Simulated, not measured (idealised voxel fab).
The name of this process module is voxel gate over fins.
Shown is cross-section cut, with a width of 225 nm and square cells of size 5 nm.
Each cross-section below is a grid of square cells, stated as bands in top-down order, with one or more rows of cells making up each band. It is stipulated that each band's entry specify, in nanometres, the height of the top of the band and then that of its bottom, followed by the materials of the band in left-to-right sequence, each together with its width in nanometres. A single material marked by the word "full width" is understood to fill the band from edge to edge; the word "empty" is understood to denote empty space. For the purposes of this specification, 0 denotes the height below which the wafer in its as-received condition is composed wholly of one material, and the lowermost band, lacking a lower limit, extends downward without end, as expressed in "0..down". So if you see something like "30->40" for the width, read it as the top row of the band sitting at the first number and the bottom row at the second, with every row in between moving by the same amount as the last. Basically "nothing was modified" means that step didn't change any cell in the cross-section. Basically, "Sealed void listing" tells you about the enclosed voids: empty spaces with no open way to the top, 8 cells or bigger, each written width x height at distance, where distance is from the left edge, all in nm. after a step's settings: what the simulator itself notes on the step. overlay nm: mask offset rightward from planned place, masked step; negative means leftward offset.

Process steps - plan
| 1 | RECEIVE,material Si |
| 2 | CONFORMAL_DEP,material SiN,thk nm 5 |
| 3 | DIRECTIONAL_DEP,material aC,thk nm 15 |
| 4 | PATTERN,tone cover,mask id FINS,material resist,width nm 15,pitch nm 40,thk nm 35,overlay nm 0 |
| 5 | DIRECTIONAL_ETCH,etch materials aC,depth nm 15 |
| 6 | STRIP,etch materials resist |
| 7 | DIRECTIONAL_ETCH,etch materials SiN,depth nm 5 |
| 8 | DIRECTIONAL_ETCH,etch materials Si,depth nm 25 |
| 9 | STRIP,etch materials aC |
| 10 | OXIDIZE,depth nm 5 |
| 11 | FILL_DEP,material SiO2,thk nm 15 |
| 12 | CMP,height nm 5 |
| 13 | SELECTIVE_ETCH,etch materials SiO2,depth nm 15 |
| 14 | STRIP,etch materials SiN |
| 15 | CONFORMAL_DEP,material HfO2,thk nm 5 |
| 16 | CONFORMAL_DEP,material TiN,thk nm 5 |
| 17 | CONFORMAL_DEP,material TiAl,thk nm 5 |
| 18 | CONFORMAL_DEP,material TiN,thk nm 5 |
| 19 | FILL_DEP,material W,thk nm 10 |
| 20 | CMP,height nm 25 |
| 21 | CONFORMAL_DEP,material SiCN,thk nm 5 |
The plan shows the depth nm of step 8 as the first wafer had it; this setting differs between the wafers, which start out alike.

first wafer as received, after step 1
> 0..down: Si full width
> Sealed void listing: none

Per wafer, end of module: cells gained (+) or lost (-) per material since receipt, then closed voids
depth nm 25; +61 HfO2; -246 Si; +45 SiCN; +164 SiO2; +61 TiAl; +116 TiN; +69 W; Sealed void listing: none
depth nm 30; +61 HfO2; -287 Si; +45 SiCN; +205 SiO2; +61 TiAl; +116 TiN; +69 W; Sealed void listing: none
depth nm 35; +61 HfO2; -328 Si; +45 SiCN; +246 SiO2; +61 TiAl; +116 TiN; +69 W; Sealed void listing: none
depth nm 40; +61 HfO2; -369 Si; +45 SiCN; +287 SiO2; +61 TiAl; +116 TiN; +69 W; Sealed void listing: none
depth nm 45; +61 HfO2; -410 Si; +45 SiCN; +328 SiO2; +61 TiAl; +116 TiN; +69 W; Sealed void listing: none
depth nm 50; +61 HfO2; -451 Si; +45 SiCN; +369 SiO2; +61 TiAl; +116 TiN; +69 W; Sealed void listing: none
